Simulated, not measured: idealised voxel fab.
Process module in this document: voxel double patterning
The width of the displayed cross-section, cut, is 160 nm; its cells are square, with a size of 5 nm.
Throughout this document, each cross-section is represented as a grid of square cells and is presented as a sequence of bands enumerated from the top downward, where a band comprises one or more rows of cells. Band: top and bottom heights (nm) first, top before bottom; then materials from left to right, widths in nm. "throughout" marks a sole material filling the band edge to edge. "blank" denotes empty space. Heights are measured from 0, the level below which the as-received wafer is all one material; the lowest band has no bottom and continues downward, written as in "0..down". It should be noted that a width expressed as "30 to 40" varies in equal increments from row to row of cells within the band, taking the value of the first number at the top row and that of the second number at the bottom row. Key: "same as before" - step with no changed cell in the cross-section. "Voids, enclosed": sealed empty spaces, 8 cells or more, no open way to top, listed width x height at distance, with distance from the left edge and width, height and distance in nm. Heads up: the bit after the settings on a step's line is the simulator's remark on that step. The optional step-line setting "overlay nm" applies to steps with a mask and quantifies how far to the right of its planned location the mask lay, a negative value indicating leftward placement.
# The following list gives the planned process steps
1. RECEIVE: material Si
2. CONFORMAL_DEP: material SiO2, thk nm 10
3. DIRECTIONAL_DEP: material polySi, thk nm 15
4. DIRECTIONAL_DEP: material SiCN, thk nm 10
5. MASKED_ETCH: tone open, mask id FIRST, width nm 15, pitch nm 50, etch materials SiCN, depth nm 10, overlay nm 0
6. DIRECTIONAL_DEP: material aC, thk nm 10
7. PATTERN: tone open, mask id SECOND, material resist, width nm 15, pitch nm 50, thk nm 25, overlay nm 0
8. DIRECTIONAL_ETCH: etch materials aC, depth nm 10
9. STRIP: etch materials resist
10. DIRECTIONAL_ETCH: etch materials SiCN, depth nm 10
11. STRIP: etch materials aC
12. DIRECTIONAL_ETCH: etch materials polySi, depth nm 15
13. STRIP: etch materials SiCN
# First wafer, two in total, run as planned
# Cross-section of the wafer upon arrival, representing the state reached after step 1
0..down | Si throughout
Voids, enclosed: none
# Once step 2 is through, the wafer looks like this in cross-section
10..0 | SiO2 throughout
below 0: unchanged
# Once step 3 is through, the wafer looks like this in cross-section
25..10 | polySi throughout
below 10: unchanged
# Once step 4 is through, the wafer looks like this in cross-section
35..25 | SiCN throughout
below 25: unchanged
# Once step 5 is through, the wafer looks like this in cross-section
35..25 | 20 SiCN / 15 blank / 35 SiCN / 15 blank / 35 SiCN / 15 blank / 25 SiCN
below 25: unchanged
# Once step 6 is through, the wafer looks like this in cross-section
45..35 | 20 aC / 15 blank / 35 aC / 15 blank / 35 aC / 15 blank / 25 aC
35..25 | 20 SiCN / 15 aC / 35 SiCN / 15 aC / 35 SiCN / 15 aC / 25 SiCN
below 25: unchanged
# Once step 7 is through, the wafer looks like this in cross-section
70..45 | 45 resist / 15 blank / 35 resist / 15 blank / 50 resist
45..35 | 20 aC / 15 resist / 35 aC / 15 resist / 35 aC / 15 resist / 25 aC
below 35: unchanged
# Once step 8 is through, the wafer looks like this in cross-section
60..45 | 45 resist / 15 blank / 35 resist / 15 blank / 50 resist
45..35 | 20 aC / 15 resist / 10 aC / 15 blank / 10 aC / 15 resist / 10 aC / 15 blank / 10 aC / 15 resist / 25 aC
below 35: unchanged
# Once step 9 is through, the wafer looks like this in cross-section
45..35 | 20 aC / 15 blank / 10 aC / 15 blank / 10 aC / 15 blank / 10 aC / 15 blank / 10 aC / 15 blank / 25 aC
below 35: unchanged
# Once step 10 is through, the wafer looks like this in cross-section
45..35 | 20 aC / 15 blank / 10 aC / 15 blank / 10 aC / 15 blank / 10 aC / 15 blank / 10 aC / 15 blank / 25 aC
35..25 | 20 SiCN / 15 aC / 10 SiCN / 15 blank / 10 SiCN / 15 aC / 10 SiCN / 15 blank / 10 SiCN / 15 aC / 25 SiCN
below 25: unchanged
# Once step 11 is through, the wafer looks like this in cross-section
35..25 | 20 SiCN / 15 blank / 10 SiCN / 15 blank / 10 SiCN / 15 blank / 10 SiCN / 15 blank / 10 SiCN / 15 blank / 25 SiCN
below 25: unchanged
# Once step 12 is through, the wafer looks like this in cross-section
35..25 | 20 SiCN / 15 blank / 10 SiCN / 15 blank / 10 SiCN / 15 blank / 10 SiCN / 15 blank / 10 SiCN / 15 blank / 25 SiCN
25..10 | 20 polySi / 15 blank / 10 polySi / 15 blank / 10 polySi / 15 blank / 10 polySi / 15 blank / 10 polySi / 15 blank / 25 polySi
below 10: unchanged
# Once step 13 is through, the wafer looks like this in cross-section
25..10 | 20 polySi / 15 blank / 10 polySi / 15 blank / 10 polySi / 15 blank / 10 polySi / 15 blank / 10 polySi / 15 blank / 25 polySi
below 10: unchanged
# Second wafer, same starting conditions and recipe as the first, one mistake in executing it, nothing differs from the first up to and including step 6
# Cross-section of the second wafer corresponding to the planned conclusion of step 7
70..45 | 45 resist / 20 blank / 30 resist / 20 blank / 45 resist
45..35 | 20 aC / 15 resist / 35 aC / 15 resist / 35 aC / 15 resist / 25 aC
below 35: unchanged
# Cross-section of the second wafer corresponding to the planned conclusion of step 8
60..45 | 45 resist / 20 blank / 30 resist / 20 blank / 45 resist
45..35 | 20 aC / 15 resist / 10 aC / 20 blank / 5 aC / 15 resist / 10 aC / 20 blank / 5 aC / 15 resist / 25 aC
below 35: unchanged
# Cross-section of the second wafer corresponding to the planned conclusion of step 9
45..35 | 20 aC / 15 blank / 10 aC / 20 blank / 5 aC / 15 blank / 10 aC / 20 blank / 5 aC / 15 blank / 25 aC
below 35: unchanged
# Cross-section of the second wafer corresponding to the planned conclusion of step 10
45..35 | 20 aC / 15 blank / 10 aC / 20 blank / 5 aC / 15 blank / 10 aC / 20 blank / 5 aC / 15 blank / 25 aC
35..25 | 20 SiCN / 15 aC / 10 SiCN / 20 blank / 5 SiCN / 15 aC / 10 SiCN / 20 blank / 5 SiCN / 15 aC / 25 SiCN
below 25: unchanged
# Cross-section of the second wafer corresponding to the planned conclusion of step 11
35..25 | 20 SiCN / 15 blank / 10 SiCN / 20 blank / 5 SiCN / 15 blank / 10 SiCN / 20 blank / 5 SiCN / 15 blank / 25 SiCN
below 25: unchanged
# Cross-section of the second wafer corresponding to the planned conclusion of step 12
35..25 | 20 SiCN / 15 blank / 10 SiCN / 20 blank / 5 SiCN / 15 blank / 10 SiCN / 20 blank / 5 SiCN / 15 blank / 25 SiCN
25..10 | 20 polySi / 15 blank / 10 polySi / 20 blank / 5 polySi / 15 blank / 10 polySi / 20 blank / 5 polySi / 15 blank / 25 polySi
below 10: unchanged
# Cross-section of the second wafer corresponding to the planned conclusion of step 13
25..10 | 20 polySi / 15 blank / 10 polySi / 20 blank / 5 polySi / 15 blank / 10 polySi / 20 blank / 5 polySi / 15 blank / 25 polySi
below 10: unchanged
Want to know what went wrong? planned and actual differ for step 7; actual: PATTERN: tone open, mask id SECOND, material resist, width nm 20, pitch nm 50, thk nm 25, overlay nm 0
FYI, end of process, the second wafer has more or fewer cells of some materials than the first: polySi: 6 fewer
